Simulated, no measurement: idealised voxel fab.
Title: Process Module voxel air gaps
Pictured: cross-section cut, 295 nm wide, on a grid of 5 nm square cells.
We lay out every cross-section as a grid of square cells and spell it out in bands from the top down, where one band means one or more rows of cells. Band: top height; bottom height; in nm. Then, left to right: material with width in nm, for each material. "everywhere": a single material spanning edge to edge. "air": empty space. Convention: height 0 is the level below which the wafer, as received, is all one material. The lowest band does not terminate at the bottom but continues downward, represented as "from 0 down". Graded width ("30 to 40"): value in top row of band = first number; value in bottom row = second number; row-to-row change constant. No cell of the cross-section changed in a step that is given as "no modification". Voids not open to the top, 8 cells minimum: see "Trapped void list". Written width x height at distance; distance is from the left edge; nm. Whatever follows a step's settings on its line is a remark the simulator itself makes about that step. overlay nm: right-of-plan distance of the mask on a masked step; negative values mean left-of-plan.
PROCESS STEPS (PLANNED)
- 1: RECEIVE with material Si
- 2: CONFORMAL_DEP with material SiO2, thk nm 10
- 3: CONFORMAL_DEP with material SiCN, thk nm 5
- 4: DIRECTIONAL_DEP with material SiO2, thk nm 30
- 5: PATTERN with tone open, mask id LINES, material resist, width nm 25, pitch nm 55, thk nm 15, overlay nm 0
- 6: DIRECTIONAL_ETCH with etch materials SiO2, depth nm 30
- 7: STRIP with etch materials resist
- 8: CONFORMAL_DEP with material TiN, thk nm 5
- 9: FILL_DEP with material Ru, thk nm 5
- 10: CMP with height nm 45
- 11: EPI with material Ru, thk nm 10
- 12: SELECTIVE_ETCH with etch materials SiO2, depth nm 40
- 13: CONFORMAL_DEP with material SiCN, thk nm 5
SO, THE FIRST OF OUR TWO WAFERS, RUN JUST AS WE PLANNED IT
AS RECEIVED, AFTER STEP 1
	from 0 down  Si everywhere
	Trapped void list: none
SECTIONAL VIEW: WAFER, AFTER STEP 2
	from 10 to 0  SiO2 everywhere
	below 0: unchanged
SECTIONAL VIEW: WAFER, AFTER STEP 3
	from 15 to 10  SiCN everywhere
	below 10: unchanged
SECTIONAL VIEW: WAFER, AFTER STEP 4
	from 45 to 15  SiO2 everywhere
	below 15: unchanged
SECTIONAL VIEW: WAFER, AFTER STEP 5
	from 60 to 45  resist (50), air (25), resist (30), air (25), resist (30), air (25), resist (30), air (25), resist (55)
	below 45: unchanged
SECTIONAL VIEW: WAFER, AFTER STEP 6
	from 60 to 45  resist (50), air (25), resist (30), air (25), resist (30), air (25), resist (30), air (25), resist (55)
	from 45 to 15  SiO2 (50), air (25), SiO2 (30), air (25), SiO2 (30), air (25), SiO2 (30), air (25), SiO2 (55)
	below 15: unchanged
SECTIONAL VIEW: WAFER, AFTER STEP 7
	from 45 to 15  SiO2 (50), air (25), SiO2 (30), air (25), SiO2 (30), air (25), SiO2 (30), air (25), SiO2 (55)
	below 15: unchanged
SECTIONAL VIEW: WAFER, AFTER STEP 8
	from 50 to 45  TiN (55), air (15), TiN (40), air (15), TiN (40), air (15), TiN (40), air (15), TiN (60)
	from 45 to 20  SiO2 (50), TiN (5), air (15), TiN (5), SiO2 (30), TiN (5), air (15), TiN (5), SiO2 (30), TiN (5), air (15), TiN (5), SiO2 (30), TiN (5), air (15), TiN (5), SiO2 (55)
	from 20 to 15  SiO2 (50), TiN (25), SiO2 (30), TiN (25), SiO2 (30), TiN (25), SiO2 (30), TiN (25), SiO2 (55)
	below 15: unchanged
SECTIONAL VIEW: WAFER, AFTER STEP 9
	from 55 to 50  Ru everywhere
	from 50 to 45  TiN (55), Ru (15), TiN (40), Ru (15), TiN (40), Ru (15), TiN (40), Ru (15), TiN (60)
	from 45 to 20  SiO2 (50), TiN (5), Ru (15), TiN (5), SiO2 (30), TiN (5), Ru (15), TiN (5), SiO2 (30), TiN (5), Ru (15), TiN (5), SiO2 (30), TiN (5), Ru (15), TiN (5), SiO2 (55)
	below 20: unchanged
SECTIONAL VIEW: WAFER, AFTER STEP 10
	from 45 to 20  SiO2 (50), TiN (5), Ru (15), TiN (5), SiO2 (30), TiN (5), Ru (15), TiN (5), SiO2 (30), TiN (5), Ru (15), TiN (5), SiO2 (30), TiN (5), Ru (15), TiN (5), SiO2 (55)
	below 20: unchanged
SECTIONAL VIEW: WAFER, AFTER STEP 11
	from 55 to 45  air (40), Ru (45), air (10), Ru (45), air (10), Ru (45), air (10), Ru (45), air (45)
	below 45: unchanged
SECTIONAL VIEW: WAFER, AFTER STEP 12
	from 55 to 45  air (40), Ru (45), air (10), Ru (45), air (10), Ru (45), air (10), Ru (45), air (45)
	from 45 to 20  air (50), TiN (5), Ru (15), TiN (5), air (30), TiN (5), Ru (15), TiN (5), air (30), TiN (5), Ru (15), TiN (5), air (30), TiN (5), Ru (15), TiN (5), air (55)
	from 20 to 15  air (50), TiN (25), air (30), TiN (25), air (30), TiN (25), air (30), TiN (25), air (55)
	below 15: unchanged
SECTIONAL VIEW: WAFER, AFTER STEP 13
	from 60 to 55  air (35), SiCN (220), air (40)
	from 55 to 45  air (35), SiCN (5), Ru (45), SiCN (10), Ru (45), SiCN (10), Ru (45), SiCN (10), Ru (45), SiCN (5), air (40)
	from 45 to 40  air (35), SiCN (15), TiN (5), Ru (15), TiN (5), SiCN (30), TiN (5), Ru (15), TiN (5), SiCN (30), TiN (5), Ru (15), TiN (5), SiCN (30), TiN (5), Ru (15), TiN (5), SiCN (15), air (40)
	from 40 to 20  air (45), SiCN (5), TiN (5), Ru (15), TiN (5), SiCN (5), air (20), SiCN (5), TiN (5), Ru (15), TiN (5), SiCN (5), air (20), SiCN (5), TiN (5), Ru (15), TiN (5), SiCN (5), air (20), SiCN (5), TiN (5), Ru (15), TiN (5), SiCN (5), air (50)
	from 20 to 15  SiCN (50), TiN (25), SiCN (30), TiN (25), SiCN (30), TiN (25), SiCN (30), TiN (25), SiCN (55)
	below 15: unchanged
	Trapped void list: 20 x 20 at 80; 20 x 20 at 135; 20 x 20 at 190
SECOND WAFER. START AND PLAN AS FOR THE FIRST. ONE MISTAKE MADE IN RUNNING. AGREES WITH THE FIRST UP TO AND INCLUDING STEP 10
PLANNED END OF STEP 11: SECOND WAFER, CROSS-SECTION
	from 65 to 45  air (30), Ru (230), air (35)
	below 45: unchanged
PLANNED END OF STEP 12: SECOND WAFER, CROSS-SECTION
	from 65 to 45  air (30), Ru (230), air (35)
	from 45 to 20  air (50), TiN (5), Ru (15), TiN (5), SiO2 (30), TiN (5), Ru (15), TiN (5), SiO2 (30), TiN (5), Ru (15), TiN (5), SiO2 (30), TiN (5), Ru (15), TiN (5), air (55)
	from 20 to 15  air (50), TiN (25), SiO2 (30), TiN (25), SiO2 (30), TiN (25), SiO2 (30), TiN (25), air (55)
	below 15: unchanged
PLANNED END OF STEP 13: SECOND WAFER, CROSS-SECTION
	from 70 to 65  air (25), SiCN (240), air (30)
	from 65 to 45  air (25), SiCN (5), Ru (230), SiCN (5), air (30)
	from 45 to 40  air (25), SiCN (25), TiN (5), Ru (15), TiN (5), SiO2 (30), TiN (5), Ru (15), TiN (5), SiO2 (30), TiN (5), Ru (15), TiN (5), SiO2 (30), TiN (5), Ru (15), TiN (5), SiCN (25), air (30)
	from 40 to 20  air (45), SiCN (5), TiN (5), Ru (15), TiN (5), SiO2 (30), TiN (5), Ru (15), TiN (5), SiO2 (30), TiN (5), Ru (15), TiN (5), SiO2 (30), TiN (5), Ru (15), TiN (5), SiCN (5), air (50)
	from 20 to 15  SiCN (50), TiN (25), SiO2 (30), TiN (25), SiO2 (30), TiN (25), SiO2 (30), TiN (25), SiCN (55)
	below 15: unchanged
Error vs. plan: step 11 of the plan was performed twice
The second wafer ends with more or fewer cells of some materials than the first, per final count: +112 Ru | -60 SiCN | +108 SiO2
Final count of closed voids per wafer: 3 in the first, 0 in the second.
